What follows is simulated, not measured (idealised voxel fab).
Title: Process Module voxel self aligned vias
Shown is cross-section cut, with a width of 295 nm and square cells of size 5 nm.
Think of the cross-section as a grid of square cells. We describe it in bands, top to bottom, and each band covers one or more rows of those cells.
Band: top and bottom heights (nm) first, top before bottom; then materials from left to right, widths in nm. "edge to edge" marks a sole material filling the band edge to edge. "air" denotes empty space.
The reference from which all heights are counted is 0, the level beneath which the as-received wafer is entirely one material; the lowest band, having no lower bound, proceeds downward and is written after the example "from 0 down".
When a width is written as two numbers, as in "30->40", the first number is the width in the top row of cells of the band and the second is the width in its bottom row, and the width changes by the same amount from each row to the next.
Step note "nothing different" = no cross-section cell changed.
Listed in "Closed void register": every empty space of 8 or more cells without an open way to the top. Form: width x height at distance, the distance being from the left edge, all in nm.
Anything after a step's settings on that line? It's the simulator's own note about the step.
The optional step-line setting "overlay nm" applies to steps with a mask and quantifies how far to the right of its planned location the mask lay, a negative value indicating leftward placement.

# Process steps - plan
1 op RECEIVE | material Si
2 op CONFORMAL_DEP | material SiO2 | thk nm 10
3 op CONFORMAL_DEP | material SiCN | thk nm 5
4 op DIRECTIONAL_DEP | material SiO2 | thk nm 20
5 op MASKED_ETCH | tone open | mask id LINES | width nm 25 | pitch nm 55 | etch materials SiO2 | depth nm 20 | overlay nm 0
6 op CONFORMAL_DEP | material TiN | thk nm 5
7 op FILL_DEP | material Ru | thk nm 5
8 op CMP | height nm 35
9 op SELECTIVE_ETCH | etch materials W Ru TiN | depth nm 5
10 op FILL_DEP | material SiN | thk nm 10
11 op CMP | height nm 35
12 op DIRECTIONAL_DEP | material SiO2 | thk nm 15
13 op DIRECTIONAL_DEP | material aC | thk nm 15
14 op PATTERN | tone open | mask id VIAS | material resist | width nm 35 | pitch nm 55 | thk nm 35 | overlay nm 0
15 op DIRECTIONAL_ETCH | etch materials aC | depth nm 15
16 op STRIP | etch materials resist
17 op DIRECTIONAL_ETCH | etch materials SiO2 | depth nm 15
18 op DIRECTIONAL_ETCH | etch materials SiN | depth nm 5
19 op STRIP | etch materials aC
20 op CONFORMAL_DEP | material TiN | thk nm 5
21 op FILL_DEP | material Ru | thk nm 10
22 op CMP | height nm 50
23 op CONFORMAL_DEP | material SiN | thk nm 5

# As received (post step 1): cross-section
from 0 down: Si edge to edge
Closed void register: none

# Cross-section, end of module. Start: as above. Plan: as above. Execution: one mistake
from 55 to 50: SiN edge to edge
from 50 to 40: 95 nm Ru; 5 nm TiN; 35 nm SiO2; 5 nm TiN; 10 nm Ru; 5 nm TiN; 35 nm SiO2; 5 nm TiN; 100 nm Ru
from 40 to 35: 100 nm TiN; 35 nm SiO2; 20 nm TiN; 35 nm SiO2; 105 nm TiN
from 35 to 30: 105 nm SiO2; 25 nm SiN; 30 nm SiO2; 25 nm SiN; 110 nm SiO2
from 30 to 20: 105 nm SiO2; 5 nm TiN; 15 nm Ru; 5 nm TiN; 30 nm SiO2; 5 nm TiN; 15 nm Ru; 5 nm TiN; 110 nm SiO2
from 20 to 15: 105 nm SiO2; 25 nm TiN; 30 nm SiO2; 25 nm TiN; 110 nm SiO2
from 15 to 10: SiCN edge to edge
from 10 to 0: SiO2 edge to edge
from 0 down: Si edge to edge
Closed void register: none
Deviation from plan: in deviation from the planned setting, step 14 was conducted as op PATTERN | tone cover | mask id VIAS | material resist | width nm 35 | pitch nm 55 | thk nm 35 | overlay nm 0
